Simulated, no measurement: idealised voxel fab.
Process module, titled voxel capacitor over wiring
Cross-section cut: width 165 nm, square cells of 5 nm.
If you're reading a cross-section in this doc, picture square cells in a grid; it comes to you as bands, top ones listed first down to the bottom, and a band can be one or more rows of cells.
Band: top and bottom heights (nm) first, top before bottom; then materials from left to right, widths in nm. "everywhere" marks a sole material filling the band edge to edge. "empty" denotes empty space.
Height reference: 0 = level under which incoming wafer is all one material. Lowest band: no bottom, runs on downward, e.g. "top 0, no bottom".
With a width like "30 to 40", each row of cells in the band differs from the next by the same amount, the top row carrying the first number and the bottom row the second.
For the purposes of this document, the phrase "nothing was modified" attached to a step denotes that no cell within the cross-section was modified by that step.
For the entry "Enclosed void listing", the listed items are empty spaces with no open way to the top whose size is 8 cells or more; each item follows the pattern width x height at distance, where distance is from the left edge and all three are in nm.
Whatever follows a step's settings on its line is a remark the simulator itself makes about that step.
overlay nm: on a step with a mask, how far right of its planned place the mask lay; negative means left.

Process steps foreseen in the plan:
1 RECEIVE,material Si
2 CONFORMAL_DEP,material SiO2,thk nm 10
3 CONFORMAL_DEP,material SiN,thk nm 5
4 DIRECTIONAL_DEP,material lowk,thk nm 20
5 DIRECTIONAL_DEP,material aC,thk nm 15
6 PATTERN,tone open,mask id METAL_1,material resist,width nm 20,pitch nm 90,thk nm 35,overlay nm 0
7 DIRECTIONAL_ETCH,etch materials aC,depth nm 15
8 STRIP,etch materials resist
9 DIRECTIONAL_ETCH,etch materials lowk,depth nm 20
10 DIRECTIONAL_ETCH,etch materials SiN,depth nm 5
11 STRIP,etch materials aC
12 CONFORMAL_DEP,material TiN,thk nm 5
13 FILL_DEP,material Cu,thk nm 5
14 CMP,height nm 35
15 CONFORMAL_DEP,material SiCN,thk nm 5
16 DIRECTIONAL_DEP,material lowk,thk nm 20
17 PATTERN,tone open,mask id PLUG_1,material resist,width nm 15,thk nm 15,overlay nm 0
18 DIRECTIONAL_ETCH,etch materials lowk,depth nm 20
19 DIRECTIONAL_ETCH,etch materials SiCN,depth nm 5
20 STRIP,etch materials resist
21 EPI,material Ru,thk nm 10
22 EPI,material Ru,thk nm 10
23 EPI,material Ru,thk nm 5
24 DIRECTIONAL_DEP,material TiN,thk nm 5
25 DIRECTIONAL_DEP,material HfO2,thk nm 5
26 DIRECTIONAL_DEP,material TiN,thk nm 5
27 MASKED_ETCH,tone cover,mask id UPPER_PLATE,width nm 75,etch materials TiN,depth nm 5,overlay nm 0
28 MASKED_ETCH,tone cover,mask id UPPER_PLATE,width nm 75,etch materials HfO2,depth nm 5,overlay nm 0
29 PATTERN,tone cover,mask id LOWER_PLATE,material resist,width nm 85,thk nm 20,overlay nm 0
30 DIRECTIONAL_ETCH,etch materials TiN,depth nm 5
31 STRIP,etch materials resist
32 FILL_DEP,material SiO2,thk nm 15
33 CMP,height nm 85
34 DIRECTIONAL_DEP,material aC,thk nm 10
35 PATTERN,tone open,mask id PLUG_2,material resist,width nm 15,thk nm 30,overlay nm 0
36 DIRECTIONAL_ETCH,etch materials aC,depth nm 10
37 STRIP,etch materials resist
38 DIRECTIONAL_ETCH,etch materials SiO2,depth nm 10
39 STRIP,etch materials aC
40 CONFORMAL_DEP,material TiN,thk nm 5
41 FILL_DEP,material Cu,thk nm 10
42 CMP,height nm 85
43 CONFORMAL_DEP,material SiCN,thk nm 5

Cross-section, incoming material, after step 1:
top 0, no bottom: Si everywhere
Enclosed void listing: none

Final cross-section, module run with one mistake (start and plan as above):
top 90, bottom 85: SiCN everywhere
top 85, bottom 80: SiO2: 30  TiN: 25  SiO2: 110
top 80, bottom 75: SiO2: 30  HfO2: 25  SiO2: 110
top 75, bottom 70: SiO2: 25  TiN: 80  SiO2: 60
top 70, bottom 65: SiO2: 20  Ru: 35  HfO2: 50  SiO2: 60
top 65, bottom 60: SiO2: 20  Ru: 35  TiN: 55  SiO2: 55
top 60, bottom 40: lowk: 30  Ru: 15  lowk: 120
top 40, bottom 35: SiCN: 30  Ru: 15  SiCN: 120
top 35, bottom 15: lowk: 25  TiN: 5  Cu: 10  TiN: 5  lowk: 70  TiN: 5  Cu: 10  TiN: 5  lowk: 30
top 15, bottom 10: SiN: 25  TiN: 20  SiN: 70  TiN: 20  SiN: 30
top 10, bottom 0: SiO2 everywhere
top 0, no bottom: Si everywhere
Enclosed void listing: none
What was the processing mistake? one of 21 and 22 got run twice; they're all identical, so no saying which
